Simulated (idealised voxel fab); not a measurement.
process module | voxel wiring stack
FYI the section here is cut, 245 nm wide, cells are 5 nm squares.
A cross-section is written here as square cells arranged in a grid, and it is given in bands from the top down, each band taking up one or more rows of cells.
Top, bottom (nm), then materials left to right with widths (nm); lone material tagged "edge to edge" fills the whole band edge to edge; "empty" = empty space.
Counting heights begins at 0, where everything beneath is, in the wafer as received, one material. The lowest band has no bottom; it goes on downwards, as "0 nm and below" shows.
With a width like "30 to 40", each row of cells in the band differs from the next by the same amount, the top row carrying the first number and the bottom row the second.
Step marked "nothing altered"? Then no cell in the cross-section changed in it.
For the entry "Fully sealed voids", the listed items are empty spaces with no open way to the top whose size is 8 cells or more; each item follows the pattern width x height at distance, where distance is from the left edge and all three are in nm.
Heads up: the bit after the settings on a step's line is the simulator's remark on that step.
"overlay nm" on a masked step: distance the mask lay right of its planned place, negative for left.
The planned process steps are enumerated hereunder
1: RECEIVE [material Si]
2: CONFORMAL_DEP [material SiO2] [thk nm 10]
3: DIRECTIONAL_DEP [material TiN] [thk nm 5]
4: DIRECTIONAL_DEP [material Ru] [thk nm 20]
5: PATTERN [tone cover] [mask id METAL_1] [material resist] [width nm 20] [pitch nm 35] [thk nm 15] [overlay nm 0]
6: DIRECTIONAL_ETCH [etch materials Ru] [depth nm 20]
7: DIRECTIONAL_ETCH [etch materials TiN] [depth nm 5]
8: STRIP [etch materials resist]
9: CONFORMAL_DEP [material SiN] [thk nm 5]
10: FILL_DEP [material SiO2] [thk nm 5]
11: CMP [height nm 35]
12: CONFORMAL_DEP [material SiCN] [thk nm 5]
13: DIRECTIONAL_DEP [material SiO2] [thk nm 20]
14: DIRECTIONAL_DEP [material aC] [thk nm 15]
15: PATTERN [tone open] [mask id PLUG_1] [material resist] [width nm 15] [pitch nm 70] [thk nm 30] [overlay nm 0]
16: DIRECTIONAL_ETCH [etch materials aC] [depth nm 15]
17: STRIP [etch materials resist]
18: DIRECTIONAL_ETCH [etch materials SiO2] [depth nm 20]
19: DIRECTIONAL_ETCH [etch materials SiCN] [depth nm 5]
20: STRIP [etch materials aC]
21: EPI [material Ru] [thk nm 10]
22: EPI [material Ru] [thk nm 10]
23: EPI [material Ru] [thk nm 5]
24: DIRECTIONAL_DEP [material TiN] [thk nm 5]
25: DIRECTIONAL_DEP [material Ru] [thk nm 20]
26: MASKED_ETCH [tone cover] [mask id METAL_2] [width nm 20] [pitch nm 35] [etch materials Ru] [depth nm 20] [overlay nm 0]
27: MASKED_ETCH [tone cover] [mask id METAL_2] [width nm 20] [pitch nm 35] [etch materials TiN] [depth nm 5] [overlay nm 0]
28: FILL_DEP [material SiO2] [thk nm 10]
29: CMP [height nm 85]
30: CONFORMAL_DEP [material SiCN] [thk nm 5]
31: DIRECTIONAL_DEP [material SiO2] [thk nm 15]
32: MASKED_ETCH [tone open] [mask id PLUG_2] [width nm 15] [pitch nm 35] [etch materials SiO2] [depth nm 15] [overlay nm 0]
33: MASKED_ETCH [tone open] [mask id PLUG_2] [width nm 15] [pitch nm 35] [etch materials SiCN] [depth nm 5] [overlay nm 0]
34: CONFORMAL_DEP [material TiN] [thk nm 5]
35: FILL_DEP [material W] [thk nm 5]
36: CMP [height nm 105]
37: DIRECTIONAL_DEP [material TiN] [thk nm 5]
38: DIRECTIONAL_DEP [material W] [thk nm 25]
39: PATTERN [tone cover] [mask id METAL_3] [material resist] [width nm 20] [pitch nm 35] [thk nm 20] [overlay nm 0]
40: DIRECTIONAL_ETCH [etch materials W] [depth nm 25]
41: DIRECTIONAL_ETCH [etch materials TiN] [depth nm 5]
42: STRIP [etch materials resist]
43: FILL_DEP [material SiO2] [thk nm 5]
44: CMP [height nm 135]
45: CONFORMAL_DEP [material SiN] [thk nm 5]
The following pertains to the first of two wafers, which was processed as planned
Cross-section: wafer on arrival = after step 1
* 0 nm and below: Si edge to edge
* Fully sealed voids: none
State of the wafer after step 2, shown in cross-section
* 10 nm to 0 nm: SiO2 edge to edge
* At heights below 0, the structure remains unaltered.
State of the wafer after step 3, shown in cross-section
* 15 nm to 10 nm: TiN edge to edge
* At heights below 10, the structure remains unaltered.
State of the wafer after step 4, shown in cross-section
* 35 nm to 15 nm: Ru edge to edge
* At heights below 15, the structure remains unaltered.
State of the wafer after step 5, shown in cross-section
* 50 nm to 35 nm: empty 60 nm; resist 20 nm; empty 15 nm; resist 20 nm; empty 15 nm; resist 20 nm; empty 15 nm; resist 20 nm; empty 60 nm
* At heights below 35, the structure remains unaltered.
State of the wafer after step 6, shown in cross-section
* 50 nm to 35 nm: empty 60 nm; resist 20 nm; empty 15 nm; resist 20 nm; empty 15 nm; resist 20 nm; empty 15 nm; resist 20 nm; empty 60 nm
* 35 nm to 15 nm: empty 60 nm; Ru 20 nm; empty 15 nm; Ru 20 nm; empty 15 nm; Ru 20 nm; empty 15 nm; Ru 20 nm; empty 60 nm
* At heights below 15, the structure remains unaltered.
State of the wafer after step 7, shown in cross-section
* 50 nm to 35 nm: empty 60 nm; resist 20 nm; empty 15 nm; resist 20 nm; empty 15 nm; resist 20 nm; empty 15 nm; resist 20 nm; empty 60 nm
* 35 nm to 15 nm: empty 60 nm; Ru 20 nm; empty 15 nm; Ru 20 nm; empty 15 nm; Ru 20 nm; empty 15 nm; Ru 20 nm; empty 60 nm
* 15 nm to 10 nm: empty 60 nm; TiN 20 nm; empty 15 nm; TiN 20 nm; empty 15 nm; TiN 20 nm; empty 15 nm; TiN 20 nm; empty 60 nm
* At heights below 10, the structure remains unaltered.
State of the wafer after step 8, shown in cross-section
* 35 nm to 15 nm: empty 60 nm; Ru 20 nm; empty 15 nm; Ru 20 nm; empty 15 nm; Ru 20 nm; empty 15 nm; Ru 20 nm; empty 60 nm
* At heights below 15, the structure remains unaltered.
State of the wafer after step 9, shown in cross-section
* 40 nm to 35 nm: empty 55 nm; SiN 30 nm; empty 5 nm; SiN 30 nm; empty 5 nm; SiN 30 nm; empty 5 nm; SiN 30 nm; empty 55 nm
* 35 nm to 15 nm: empty 55 nm; SiN 5 nm; Ru 20 nm; SiN 5 nm; empty 5 nm; SiN 5 nm; Ru 20 nm; SiN 5 nm; empty 5 nm; SiN 5 nm; Ru 20 nm; SiN 5 nm; empty 5 nm; SiN 5 nm; Ru 20 nm; SiN 5 nm; empty 55 nm
* 15 nm to 10 nm: SiN 60 nm; TiN 20 nm; SiN 15 nm; TiN 20 nm; SiN 15 nm; TiN 20 nm; SiN 15 nm; TiN 20 nm; SiN 60 nm
* At heights below 10, the structure remains unaltered.
State of the wafer after step 10, shown in cross-section
* 45 nm to 40 nm: SiO2 edge to edge
* 40 nm to 35 nm: SiO2 55 nm; SiN 30 nm; SiO2 5 nm; SiN 30 nm; SiO2 5 nm; SiN 30 nm; SiO2 5 nm; SiN 30 nm; SiO2 55 nm
* 35 nm to 15 nm: SiO2 55 nm; SiN 5 nm; Ru 20 nm; SiN 5 nm; SiO2 5 nm; SiN 5 nm; Ru 20 nm; SiN 5 nm; SiO2 5 nm; SiN 5 nm; Ru 20 nm; SiN 5 nm; SiO2 5 nm; SiN 5 nm; Ru 20 nm; SiN 5 nm; SiO2 55 nm
* At heights below 15, the structure remains unaltered.
State of the wafer after step 11, shown in cross-section
* 35 nm to 15 nm: SiO2 55 nm; SiN 5 nm; Ru 20 nm; SiN 5 nm; SiO2 5 nm; SiN 5 nm; Ru 20 nm; SiN 5 nm; SiO2 5 nm; SiN 5 nm; Ru 20 nm; SiN 5 nm; SiO2 5 nm; SiN 5 nm; Ru 20 nm; SiN 5 nm; SiO2 55 nm
* At heights below 15, the structure remains unaltered.
State of the wafer after step 12, shown in cross-section
* 40 nm to 35 nm: SiCN edge to edge
* At heights below 35, the structure remains unaltered.
State of the wafer after step 13, shown in cross-section
* 60 nm to 40 nm: SiO2 edge to edge
* At heights below 40, the structure remains unaltered.
State of the wafer after step 14, shown in cross-section
* 75 nm to 60 nm: aC edge to edge
* At heights below 60, the structure remains unaltered.
State of the wafer after step 15, shown in cross-section
* 105 nm to 75 nm: resist 60 nm; empty 15 nm; resist 55 nm; empty 15 nm; resist 100 nm
* At heights below 75, the structure remains unaltered.
State of the wafer after step 16, shown in cross-section
* 90 nm to 75 nm: resist 60 nm; empty 15 nm; resist 55 nm; empty 15 nm; resist 100 nm
* 75 nm to 60 nm: aC 60 nm; empty 15 nm; aC 55 nm; empty 15 nm; aC 100 nm
* At heights below 60, the structure remains unaltered.
State of the wafer after step 17, shown in cross-section
* 75 nm to 60 nm: aC 60 nm; empty 15 nm; aC 55 nm; empty 15 nm; aC 100 nm
* At heights below 60, the structure remains unaltered.
State of the wafer after step 18, shown in cross-section
* 75 nm to 60 nm: aC 60 nm; empty 15 nm; aC 55 nm; empty 15 nm; aC 100 nm
* 60 nm to 40 nm: SiO2 60 nm; empty 15 nm; SiO2 55 nm; empty 15 nm; SiO2 100 nm
* At heights below 40, the structure remains unaltered.
State of the wafer after step 19, shown in cross-section
* 75 nm to 60 nm: aC 60 nm; empty 15 nm; aC 55 nm; empty 15 nm; aC 100 nm
* 60 nm to 40 nm: SiO2 60 nm; empty 15 nm; SiO2 55 nm; empty 15 nm; SiO2 100 nm
* 40 nm to 35 nm: SiCN 60 nm; empty 15 nm; SiCN 55 nm; empty 15 nm; SiCN 100 nm
* At heights below 35, the structure remains unaltered.
State of the wafer after step 20, shown in cross-section
* 60 nm to 40 nm: SiO2 60 nm; empty 15 nm; SiO2 55 nm; empty 15 nm; SiO2 100 nm
* At heights below 40, the structure remains unaltered.
State of the wafer after step 21, shown in cross-section
* 60 nm to 45 nm: SiO2 60 nm; empty 15 nm; SiO2 55 nm; empty 15 nm; SiO2 100 nm
* 45 nm to 40 nm: SiO2 60 nm; Ru 15 nm; SiO2 55 nm; Ru 15 nm; SiO2 100 nm
* 40 nm to 35 nm: SiCN 60 nm; Ru 15 nm; SiCN 55 nm; Ru 15 nm; SiCN 100 nm
* At heights below 35, the structure remains unaltered.
State of the wafer after step 22, shown in cross-section
* 60 nm to 55 nm: SiO2 60 nm; empty 15 nm; SiO2 55 nm; empty 15 nm; SiO2 100 nm
* 55 nm to 40 nm: SiO2 60 nm; Ru 15 nm; SiO2 55 nm; Ru 15 nm; SiO2 100 nm
* At heights below 40, the structure remains unaltered.
State of the wafer after step 23, shown in cross-section
* 60 nm to 40 nm: SiO2 60 nm; Ru 15 nm; SiO2 55 nm; Ru 15 nm; SiO2 100 nm
* At heights below 40, the structure remains unaltered.
State of the wafer after step 24, shown in cross-section
* 65 nm to 60 nm: TiN edge to edge
* At heights below 60, the structure remains unaltered.
State of the wafer after step 25, shown in cross-section
* 85 nm to 65 nm: Ru edge to edge
* At heights below 65, the structure remains unaltered.
State of the wafer after step 26, shown in cross-section
* 85 nm to 65 nm: empty 60 nm; Ru 20 nm; empty 15 nm; Ru 20 nm; empty 15 nm; Ru 20 nm; empty 15 nm; Ru 20 nm; empty 60 nm
* At heights below 65, the structure remains unaltered.
State of the wafer after step 27, shown in cross-section
* 85 nm to 65 nm: empty 60 nm; Ru 20 nm; empty 15 nm; Ru 20 nm; empty 15 nm; Ru 20 nm; empty 15 nm; Ru 20 nm; empty 60 nm
* 65 nm to 60 nm: empty 60 nm; TiN 20 nm; empty 15 nm; TiN 20 nm; empty 15 nm; TiN 20 nm; empty 15 nm; TiN 20 nm; empty 60 nm
* At heights below 60, the structure remains unaltered.
State of the wafer after step 28, shown in cross-section
* 95 nm to 85 nm: SiO2 edge to edge
* 85 nm to 65 nm: SiO2 60 nm; Ru 20 nm; SiO2 15 nm; Ru 20 nm; SiO2 15 nm; Ru 20 nm; SiO2 15 nm; Ru 20 nm; SiO2 60 nm
* 65 nm to 60 nm: SiO2 60 nm; TiN 20 nm; SiO2 15 nm; TiN 20 nm; SiO2 15 nm; TiN 20 nm; SiO2 15 nm; TiN 20 nm; SiO2 60 nm
* At heights below 60, the structure remains unaltered.
State of the wafer after step 29, shown in cross-section
* 85 nm to 65 nm: SiO2 60 nm; Ru 20 nm; SiO2 15 nm; Ru 20 nm; SiO2 15 nm; Ru 20 nm; SiO2 15 nm; Ru 20 nm; SiO2 60 nm
* At heights below 65, the structure remains unaltered.
State of the wafer after step 30, shown in cross-section
* 90 nm to 85 nm: SiCN edge to edge
* At heights below 85, the structure remains unaltered.
State of the wafer after step 31, shown in cross-section
* 105 nm to 90 nm: SiO2 edge to edge
* At heights below 90, the structure remains unaltered.
State of the wafer after step 32, shown in cross-section
* 105 nm to 90 nm: SiO2 60 nm; empty 15 nm; SiO2 20 nm; empty 15 nm; SiO2 20 nm; empty 15 nm; SiO2 20 nm; empty 15 nm; SiO2 65 nm
* At heights below 90, the structure remains unaltered.
State of the wafer after step 33, shown in cross-section
* 105 nm to 90 nm: SiO2 60 nm; empty 15 nm; SiO2 20 nm; empty 15 nm; SiO2 20 nm; empty 15 nm; SiO2 20 nm; empty 15 nm; SiO2 65 nm
* 90 nm to 85 nm: SiCN 60 nm; empty 15 nm; SiCN 20 nm; empty 15 nm; SiCN 20 nm; empty 15 nm; SiCN 20 nm; empty 15 nm; SiCN 65 nm
* At heights below 85, the structure remains unaltered.
State of the wafer after step 34, shown in cross-section
* 110 nm to 105 nm: TiN 65 nm; empty 5 nm; TiN 30 nm; empty 5 nm; TiN 30 nm; empty 5 nm; TiN 30 nm; empty 5 nm; TiN 70 nm
* 105 nm to 90 nm: SiO2 60 nm; TiN 5 nm; empty 5 nm; TiN 5 nm; SiO2 20 nm; TiN 5 nm; empty 5 nm; TiN 5 nm; SiO2 20 nm; TiN 5 nm; empty 5 nm; TiN 5 nm; SiO2 20 nm; TiN 5 nm; empty 5 nm; TiN 5 nm; SiO2 65 nm
* 90 nm to 85 nm: SiCN 60 nm; TiN 15 nm; SiCN 20 nm; TiN 15 nm; SiCN 20 nm; TiN 15 nm; SiCN 20 nm; TiN 15 nm; SiCN 65 nm
* At heights below 85, the structure remains unaltered.
State of the wafer after step 35, shown in cross-section
* 115 nm to 110 nm: W edge to edge
* 110 nm to 105 nm: TiN 65 nm; W 5 nm; TiN 30 nm; W 5 nm; TiN 30 nm; W 5 nm; TiN 30 nm; W 5 nm; TiN 70 nm
* 105 nm to 90 nm: SiO2 60 nm; TiN 5 nm; W 5 nm; TiN 5 nm; SiO2 20 nm; TiN 5 nm; W 5 nm; TiN 5 nm; SiO2 20 nm; TiN 5 nm; W 5 nm; TiN 5 nm; SiO2 20 nm; TiN 5 nm; W 5 nm; TiN 5 nm; SiO2 65 nm
* At heights below 90, the structure remains unaltered.
State of the wafer after step 36, shown in cross-section
* 105 nm to 90 nm: SiO2 60 nm; TiN 5 nm; W 5 nm; TiN 5 nm; SiO2 20 nm; TiN 5 nm; W 5 nm; TiN 5 nm; SiO2 20 nm; TiN 5 nm; W 5 nm; TiN 5 nm; SiO2 20 nm; TiN 5 nm; W 5 nm; TiN 5 nm; SiO2 65 nm
* At heights below 90, the structure remains unaltered.
State of the wafer after step 37, shown in cross-section
* 110 nm to 105 nm: TiN edge to edge
* At heights below 105, the structure remains unaltered.
State of the wafer after step 38, shown in cross-section
* 135 nm to 110 nm: W edge to edge
* At heights below 110, the structure remains unaltered.
State of the wafer after step 39, shown in cross-section
* 155 nm to 135 nm: empty 60 nm; resist 20 nm; empty 15 nm; resist 20 nm; empty 15 nm; resist 20 nm; empty 15 nm; resist 20 nm; empty 60 nm
* At heights below 135, the structure remains unaltered.
State of the wafer after step 40, shown in cross-section
* 155 nm to 135 nm: empty 60 nm; resist 20 nm; empty 15 nm; resist 20 nm; empty 15 nm; resist 20 nm; empty 15 nm; resist 20 nm; empty 60 nm
* 135 nm to 110 nm: empty 60 nm; W 20 nm; empty 15 nm; W 20 nm; empty 15 nm; W 20 nm; empty 15 nm; W 20 nm; empty 60 nm
* At heights below 110, the structure remains unaltered.
State of the wafer after step 41, shown in cross-section
* 155 nm to 135 nm: empty 60 nm; resist 20 nm; empty 15 nm; resist 20 nm; empty 15 nm; resist 20 nm; empty 15 nm; resist 20 nm; empty 60 nm
* 135 nm to 110 nm: empty 60 nm; W 20 nm; empty 15 nm; W 20 nm; empty 15 nm; W 20 nm; empty 15 nm; W 20 nm; empty 60 nm
* 110 nm to 105 nm: empty 60 nm; TiN 20 nm; empty 15 nm; TiN 20 nm; empty 15 nm; TiN 20 nm; empty 15 nm; TiN 20 nm; empty 60 nm
* At heights below 105, the structure remains unaltered.
State of the wafer after step 42, shown in cross-section
* 135 nm to 110 nm: empty 60 nm; W 20 nm; empty 15 nm; W 20 nm; empty 15 nm; W 20 nm; empty 15 nm; W 20 nm; empty 60 nm
* At heights below 110, the structure remains unaltered.
State of the wafer after step 43, shown in cross-section
* 140 nm to 135 nm: SiO2 edge to edge
* 135 nm to 110 nm: SiO2 60 nm; W 20 nm; SiO2 15 nm; W 20 nm; SiO2 15 nm; W 20 nm; SiO2 15 nm; W 20 nm; SiO2 60 nm
* 110 nm to 105 nm: SiO2 60 nm; TiN 20 nm; SiO2 15 nm; TiN 20 nm; SiO2 15 nm; TiN 20 nm; SiO2 15 nm; TiN 20 nm; SiO2 60 nm
* At heights below 105, the structure remains unaltered.
State of the wafer after step 44, shown in cross-section
* 135 nm to 110 nm: SiO2 60 nm; W 20 nm; SiO2 15 nm; W 20 nm; SiO2 15 nm; W 20 nm; SiO2 15 nm; W 20 nm; SiO2 60 nm
* At heights below 110, the structure remains unaltered.
State of the wafer after step 45, shown in cross-section
* 140 nm to 135 nm: SiN edge to edge
* At heights below 135, the structure remains unaltered.
It is to be noted that the second wafer proceeded from the same initial state and according to the same plan as the first, although one mistake was committed in its execution; through step 17, inclusive, the two wafers share an identical history
Second wafer cross-section, taken as of the time the plan sets for step 18 to be done
* 75 nm to 60 nm: aC 60 nm; empty 15 nm; aC 55 nm; empty 15 nm; aC 100 nm
* 60 nm to 45 nm: SiO2 60 nm; empty 15 nm; SiO2 55 nm; empty 15 nm; SiO2 100 nm
* At heights below 45, the structure remains unaltered.
Second wafer cross-section, taken as of the time the plan sets for step 19 to be done: nothing altered
Second wafer cross-section, taken as of the time the plan sets for step 20 to be done
* 60 nm to 45 nm: SiO2 60 nm; empty 15 nm; SiO2 55 nm; empty 15 nm; SiO2 100 nm
* At heights below 45, the structure remains unaltered.
Second wafer cross-section, taken as of the time the plan sets for step 21 to be done: nothing altered
Second wafer cross-section, taken as of the time the plan sets for step 22 to be done: nothing altered
Second wafer cross-section, taken as of the time the plan sets for step 23 to be done: nothing altered
Second wafer cross-section, taken as of the time the plan sets for step 24 to be done
* 65 nm to 60 nm: TiN 60 nm; empty 15 nm; TiN 55 nm; empty 15 nm; TiN 100 nm
* 60 nm to 50 nm: SiO2 60 nm; empty 15 nm; SiO2 55 nm; empty 15 nm; SiO2 100 nm
* 50 nm to 45 nm: SiO2 60 nm; TiN 15 nm; SiO2 55 nm; TiN 15 nm; SiO2 100 nm
* At heights below 45, the structure remains unaltered.
Second wafer cross-section, taken as of the time the plan sets for step 25 to be done
* 85 nm to 70 nm: Ru 60 nm; empty 15 nm; Ru 55 nm; empty 15 nm; Ru 100 nm
* 70 nm to 65 nm: Ru edge to edge
* 65 nm to 60 nm: TiN 60 nm; Ru 15 nm; TiN 55 nm; Ru 15 nm; TiN 100 nm
* 60 nm to 50 nm: SiO2 60 nm; Ru 15 nm; SiO2 55 nm; Ru 15 nm; SiO2 100 nm
* At heights below 50, the structure remains unaltered.
Second wafer cross-section, taken as of the time the plan sets for step 26 to be done
* 85 nm to 70 nm: empty 75 nm; Ru 5 nm; empty 15 nm; Ru 20 nm; empty 30 nm; Ru 5 nm; empty 15 nm; Ru 20 nm; empty 60 nm
* 70 nm to 65 nm: empty 60 nm; Ru 20 nm; empty 15 nm; Ru 20 nm; empty 15 nm; Ru 20 nm; empty 15 nm; Ru 20 nm; empty 60 nm
* At heights below 65, the structure remains unaltered.
Second wafer cross-section, taken as of the time the plan sets for step 27 to be done
* 85 nm to 70 nm: empty 75 nm; Ru 5 nm; empty 15 nm; Ru 20 nm; empty 30 nm; Ru 5 nm; empty 15 nm; Ru 20 nm; empty 60 nm
* 70 nm to 65 nm: empty 60 nm; Ru 20 nm; empty 15 nm; Ru 20 nm; empty 15 nm; Ru 20 nm; empty 15 nm; Ru 20 nm; empty 60 nm
* 65 nm to 60 nm: empty 60 nm; Ru 15 nm; TiN 5 nm; empty 15 nm; TiN 20 nm; empty 15 nm; Ru 15 nm; TiN 5 nm; empty 15 nm; TiN 20 nm; empty 60 nm
* At heights below 60, the structure remains unaltered.
Second wafer cross-section, taken as of the time the plan sets for step 28 to be done
* 95 nm to 85 nm: SiO2 edge to edge
* 85 nm to 70 nm: SiO2 75 nm; Ru 5 nm; SiO2 15 nm; Ru 20 nm; SiO2 30 nm; Ru 5 nm; SiO2 15 nm; Ru 20 nm; SiO2 60 nm
* 70 nm to 65 nm: SiO2 60 nm; Ru 20 nm; SiO2 15 nm; Ru 20 nm; SiO2 15 nm; Ru 20 nm; SiO2 15 nm; Ru 20 nm; SiO2 60 nm
* 65 nm to 60 nm: SiO2 60 nm; Ru 15 nm; TiN 5 nm; SiO2 15 nm; TiN 20 nm; SiO2 15 nm; Ru 15 nm; TiN 5 nm; SiO2 15 nm; TiN 20 nm; SiO2 60 nm
* At heights below 60, the structure remains unaltered.
Second wafer cross-section, taken as of the time the plan sets for step 29 to be done
* 85 nm to 70 nm: SiO2 75 nm; Ru 5 nm; SiO2 15 nm; Ru 20 nm; SiO2 30 nm; Ru 5 nm; SiO2 15 nm; Ru 20 nm; SiO2 60 nm
* At heights below 70, the structure remains unaltered.
Second wafer cross-section, taken as of the time the plan sets for step 30 to be done
* 90 nm to 85 nm: SiCN edge to edge
* At heights below 85, the structure remains unaltered.
Second wafer cross-section, taken as of the time the plan sets for step 31 to be done
* 105 nm to 90 nm: SiO2 edge to edge
* At heights below 90, the structure remains unaltered.
Second wafer cross-section, taken as of the time the plan sets for step 32 to be done
* 105 nm to 90 nm: SiO2 60 nm; empty 15 nm; SiO2 20 nm; empty 15 nm; SiO2 20 nm; empty 15 nm; SiO2 20 nm; empty 15 nm; SiO2 65 nm
* At heights below 90, the structure remains unaltered.
Second wafer cross-section, taken as of the time the plan sets for step 33 to be done
* 105 nm to 90 nm: SiO2 60 nm; empty 15 nm; SiO2 20 nm; empty 15 nm; SiO2 20 nm; empty 15 nm; SiO2 20 nm; empty 15 nm; SiO2 65 nm
* 90 nm to 85 nm: SiCN 60 nm; empty 15 nm; SiCN 20 nm; empty 15 nm; SiCN 20 nm; empty 15 nm; SiCN 20 nm; empty 15 nm; SiCN 65 nm
* At heights below 85, the structure remains unaltered.
Second wafer cross-section, taken as of the time the plan sets for step 34 to be done
* 110 nm to 105 nm: TiN 65 nm; empty 5 nm; TiN 30 nm; empty 5 nm; TiN 30 nm; empty 5 nm; TiN 30 nm; empty 5 nm; TiN 70 nm
* 105 nm to 90 nm: SiO2 60 nm; TiN 5 nm; empty 5 nm; TiN 5 nm; SiO2 20 nm; TiN 5 nm; empty 5 nm; TiN 5 nm; SiO2 20 nm; TiN 5 nm; empty 5 nm; TiN 5 nm; SiO2 20 nm; TiN 5 nm; empty 5 nm; TiN 5 nm; SiO2 65 nm
* 90 nm to 85 nm: SiCN 60 nm; TiN 15 nm; SiCN 20 nm; TiN 15 nm; SiCN 20 nm; TiN 15 nm; SiCN 20 nm; TiN 15 nm; SiCN 65 nm
* At heights below 85, the structure remains unaltered.
Second wafer cross-section, taken as of the time the plan sets for step 35 to be done
* 115 nm to 110 nm: W edge to edge
* 110 nm to 105 nm: TiN 65 nm; W 5 nm; TiN 30 nm; W 5 nm; TiN 30 nm; W 5 nm; TiN 30 nm; W 5 nm; TiN 70 nm
* 105 nm to 90 nm: SiO2 60 nm; TiN 5 nm; W 5 nm; TiN 5 nm; SiO2 20 nm; TiN 5 nm; W 5 nm; TiN 5 nm; SiO2 20 nm; TiN 5 nm; W 5 nm; TiN 5 nm; SiO2 20 nm; TiN 5 nm; W 5 nm; TiN 5 nm; SiO2 65 nm
* At heights below 90, the structure remains unaltered.
Second wafer cross-section, taken as of the time the plan sets for step 36 to be done
* 105 nm to 90 nm: SiO2 60 nm; TiN 5 nm; W 5 nm; TiN 5 nm; SiO2 20 nm; TiN 5 nm; W 5 nm; TiN 5 nm; SiO2 20 nm; TiN 5 nm; W 5 nm; TiN 5 nm; SiO2 20 nm; TiN 5 nm; W 5 nm; TiN 5 nm; SiO2 65 nm
* At heights below 90, the structure remains unaltered.
Second wafer cross-section, taken as of the time the plan sets for step 37 to be done
* 110 nm to 105 nm: TiN edge to edge
* At heights below 105, the structure remains unaltered.
Second wafer cross-section, taken as of the time the plan sets for step 38 to be done
* 135 nm to 110 nm: W edge to edge
* At heights below 110, the structure remains unaltered.
Second wafer cross-section, taken as of the time the plan sets for step 39 to be done
* 155 nm to 135 nm: empty 60 nm; resist 20 nm; empty 15 nm; resist 20 nm; empty 15 nm; resist 20 nm; empty 15 nm; resist 20 nm; empty 60 nm
* At heights below 135, the structure remains unaltered.
Second wafer cross-section, taken as of the time the plan sets for step 40 to be done
* 155 nm to 135 nm: empty 60 nm; resist 20 nm; empty 15 nm; resist 20 nm; empty 15 nm; resist 20 nm; empty 15 nm; resist 20 nm; empty 60 nm
* 135 nm to 110 nm: empty 60 nm; W 20 nm; empty 15 nm; W 20 nm; empty 15 nm; W 20 nm; empty 15 nm; W 20 nm; empty 60 nm
* At heights below 110, the structure remains unaltered.
Second wafer cross-section, taken as of the time the plan sets for step 41 to be done
* 155 nm to 135 nm: empty 60 nm; resist 20 nm; empty 15 nm; resist 20 nm; empty 15 nm; resist 20 nm; empty 15 nm; resist 20 nm; empty 60 nm
* 135 nm to 110 nm: empty 60 nm; W 20 nm; empty 15 nm; W 20 nm; empty 15 nm; W 20 nm; empty 15 nm; W 20 nm; empty 60 nm
* 110 nm to 105 nm: empty 60 nm; TiN 20 nm; empty 15 nm; TiN 20 nm; empty 15 nm; TiN 20 nm; empty 15 nm; TiN 20 nm; empty 60 nm
* At heights below 105, the structure remains unaltered.
Second wafer cross-section, taken as of the time the plan sets for step 42 to be done
* 135 nm to 110 nm: empty 60 nm; W 20 nm; empty 15 nm; W 20 nm; empty 15 nm; W 20 nm; empty 15 nm; W 20 nm; empty 60 nm
* At heights below 110, the structure remains unaltered.
Second wafer cross-section, taken as of the time the plan sets for step 43 to be done
* 140 nm to 135 nm: SiO2 edge to edge
* 135 nm to 110 nm: SiO2 60 nm; W 20 nm; SiO2 15 nm; W 20 nm; SiO2 15 nm; W 20 nm; SiO2 15 nm; W 20 nm; SiO2 60 nm
* 110 nm to 105 nm: SiO2 60 nm; TiN 20 nm; SiO2 15 nm; TiN 20 nm; SiO2 15 nm; TiN 20 nm; SiO2 15 nm; TiN 20 nm; SiO2 60 nm
* At heights below 105, the structure remains unaltered.
Second wafer cross-section, taken as of the time the plan sets for step 44 to be done
* 135 nm to 110 nm: SiO2 60 nm; W 20 nm; SiO2 15 nm; W 20 nm; SiO2 15 nm; W 20 nm; SiO2 15 nm; W 20 nm; SiO2 60 nm
* At heights below 110, the structure remains unaltered.
Second wafer cross-section, taken as of the time the plan sets for step 45 to be done
* 140 nm to 135 nm: SiN edge to edge
* At heights below 135, the structure remains unaltered.
Heads up, the wafer didn't run the way we planned it: heads up, step 18 didn't go per plan, it actually ran as DIRECTIONAL_ETCH [etch materials SiO2] [depth nm 15]
Counted in cells at the end, the second wafer holds more or fewer of these materials than the first: Ru: 30 fewer | SiCN: 6 more | SiO2: 24 more
